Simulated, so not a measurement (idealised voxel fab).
The process module that follows is named voxel double patterning.
Section shown: cut. Width: 295 nm. Cell size: 5 nm, square.
Notation: cross-section as square-cell grid; stated in bands, top first, going down; one or more cell rows per band. Per band: top height and bottom height in nm, followed by the left-to-right materials and their widths in nm; "everywhere" marks a single material spanning edge to edge, "air" marks empty space. It should be noted that heights are counted from 0, beneath which the wafer as supplied is of one material throughout, and that the lowest band possesses no lower boundary but continues downward, as written in "0 nm and below". The two numbers in a width such as "30->40" mark its ends across the band: the first belongs to the top row of cells, the second to the bottom row, and from each row to the next the width moves by the same amount. Where the words "no change" appear for a step, the cross-section shows no cell changed by that step; every cell remained as before. In the "Enclosed void listing" entry, you get each enclosed empty space of 8 cells or more, one with no open way to the top, written width x height at distance, distance from the left edge, in nm. If you see something after the settings on a step's line, that's the simulator's own remark about that step. overlay nm: where the mask lay relative to plan, measured to the right, on steps with a mask; negatives go left.

**The steps planned for the process are as follows**
1. RECEIVE, material Si
2. CONFORMAL_DEP, material SiN, thk nm 5
3. DIRECTIONAL_DEP, material SiO2, thk nm 10
4. DIRECTIONAL_DEP, material SiCN, thk nm 10
5. MASKED_ETCH, tone open, mask id FIRST, width nm 15, pitch nm 50, etch materials SiCN, depth nm 10, overlay nm 0
6. PATTERN, tone open, mask id SECOND, material resist, width nm 15, thk nm 15, overlay nm 0
7. DIRECTIONAL_ETCH, etch materials SiCN, depth nm 10
8. STRIP, etch materials resist
9. DIRECTIONAL_ETCH, etch materials SiO2, depth nm 10
10. STRIP, etch materials SiCN

**Incoming wafer, cross-sectional view, post step 1**
* 0 nm and below: Si everywhere
* Enclosed void listing: none

**Sectioned view, first of two wafers, at the close of the module, processed as intended in the plan**
* 15 nm to 5 nm: SiO2 115 nm, air 15 nm, SiO2 10 nm, air 15 nm, SiO2 10 nm, air 15 nm, SiO2 115 nm
* 5 nm to 0 nm: SiN everywhere
* 0 nm and below: Si everywhere
* Enclosed void listing: none

**Wafer two, sectioned after the module: the first wafer's start, the first wafer's plan, and one mistake in how it was run**
* 25 nm to 15 nm: SiCN 115 nm, air 15 nm, SiCN 10 nm, air 15 nm, SiCN 10 nm, air 15 nm, SiCN 115 nm
* 15 nm to 5 nm: SiO2 115 nm, air 15 nm, SiO2 10 nm, air 15 nm, SiO2 10 nm, air 15 nm, SiO2 115 nm
* 5 nm to 0 nm: SiN everywhere
* 0 nm and below: Si everywhere
* Enclosed void listing: none
So what did we get wrong on this run? the plan's step 10 went unexecuted, having been skipped
Wrapping up, a cell-based count of both wafers puts the second over or under the first for these materials: +100 SiCN
